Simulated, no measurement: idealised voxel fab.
The following is a process module called voxel gate over fins.
Xsec cut, 300 nm wide, square cell size 5 nm.
Square cells in a grid make up a cross-section in this document, and the grid is given as bands, listed from the top down, each one or more rows of cells.
Within each band entry, the heights of the top and of the bottom of the band appear first, in that order and in nm; the materials of the band then follow from left to right, each with its corresponding width in nm. The designation "full width" on a single material indicates that it fills the band from edge to edge; the designation "blank" indicates empty space.
A quick word on heights: they are counted from 0, and under that level the wafer as it came to us is one material throughout. The lowest band is different from the rest in having no bottom; it simply continues downward, written as in "0 down".
The expression "30->40" gives the width at the extremes of the band, the first number at its top row of cells and the second at its bottom row, with the width changing by equal amounts from each row to the next in between.
You'll sometimes find "nothing changed" written for a step, and that's the way of saying that nowhere in the cross-section did a cell change during that step.
"closed voids" - sealed voids, min. 8 cells, no opening to top; format: width x height at distance (distance from left edge; nm throughout).
What comes after the settings on a step's line is commentary from the simulator itself on that step.
What "overlay nm" on a step's line means: if the step has a mask, that mask lay this far to the right of its planned place, or, when the value is negative, to the left.
**Intended process steps**
1: RECEIVE [material Si]
2: CONFORMAL_DEP [material SiN] [thk nm 10]
3: DIRECTIONAL_DEP [material aC] [thk nm 15]
4: PATTERN [tone cover] [mask id FINS] [material resist] [width nm 15] [pitch nm 40] [thk nm 35] [overlay nm 0]
5: DIRECTIONAL_ETCH [etch materials aC] [depth nm 15]
6: STRIP [etch materials resist]
7: DIRECTIONAL_ETCH [etch materials SiN] [depth nm 10]
8: DIRECTIONAL_ETCH [etch materials Si] [depth nm 30]
9: STRIP [etch materials aC]
10: OXIDIZE [depth nm 5]
11: FILL_DEP [material SiO2] [thk nm 5]
12: CMP [height nm 10]
13: SELECTIVE_ETCH [etch materials SiO2] [depth nm 25]
14: STRIP [etch materials SiN]
15: CONFORMAL_DEP [material HfO2] [thk nm 5]
16: CONFORMAL_DEP [material TiN] [thk nm 5]
17: FILL_DEP [material W] [thk nm 15]
18: CMP [height nm 20]
19: CONFORMAL_DEP [material SiCN] [thk nm 10]
**Cross-section of the wafer upon arrival, representing the state reached after step 1**
    0 down = Si full width
    closed voids: none
**End-of-module cross-section of the first of two wafers, processed as planned**
    30 to 20 = SiCN full width
    20 to 10 = W full width
    10 to 5 = 95 W  25 TiN  15 W  25 TiN  15 W  25 TiN  100 W
    5 to 0 = 95 W  5 TiN  15 HfO2  5 TiN  15 W  5 TiN  15 HfO2  5 TiN  15 W  5 TiN  15 HfO2  5 TiN  100 W
    0 to -5 = 95 W  5 TiN  5 HfO2  5 Si  5 HfO2  5 TiN  15 W  5 TiN  5 HfO2  5 Si  5 HfO2  5 TiN  15 W  5 TiN  5 HfO2  5 Si  5 HfO2  5 TiN  100 W
    -5 to -10 = 100 TiN  5 HfO2  5 Si  5 HfO2  25 TiN  5 HfO2  5 Si  5 HfO2  25 TiN  5 HfO2  5 Si  5 HfO2  105 TiN
    -10 to -15 = 105 HfO2  5 Si  35 HfO2  5 Si  35 HfO2  5 Si  110 HfO2
    -15 to -35 = 105 SiO2  5 Si  35 SiO2  5 Si  35 SiO2  5 Si  110 SiO2
    -35 down = Si full width
    closed voids: none
**Wafer two, end of module, cross-section. Same start, same plan as wafer one. One mistake in the run**
    30 to 20 = SiCN full width
    20 to 10 = W full width
    10 to 5 = 95 W  25 TiN  15 W  25 TiN  15 W  25 TiN  100 W
    5 to 0 = 95 W  5 TiN  15 HfO2  5 TiN  15 W  5 TiN  15 HfO2  5 TiN  15 W  5 TiN  15 HfO2  5 TiN  100 W
    0 to -5 = 95 W  5 TiN  5 HfO2  5 Si  5 HfO2  5 TiN  15 W  5 TiN  5 HfO2  5 Si  5 HfO2  5 TiN  15 W  5 TiN  5 HfO2  5 Si  5 HfO2  5 TiN  100 W
    -5 to -10 = 100 TiN  5 HfO2  5 Si  5 HfO2  25 TiN  5 HfO2  5 Si  5 HfO2  25 TiN  5 HfO2  5 Si  5 HfO2  105 TiN
    -10 to -15 = 105 HfO2  5 Si  35 HfO2  5 Si  35 HfO2  5 Si  110 HfO2
    -15 to -65 = 105 SiO2  5 Si  35 SiO2  5 Si  35 SiO2  5 Si  110 SiO2
    -65 down = Si full width
    closed voids: none
Error vs. plan: regarding the plan, step 8 was run twice
End of process, cell counts, second wafer against first, materials with more or fewer: Si: 342 fewer | SiO2: 342 more
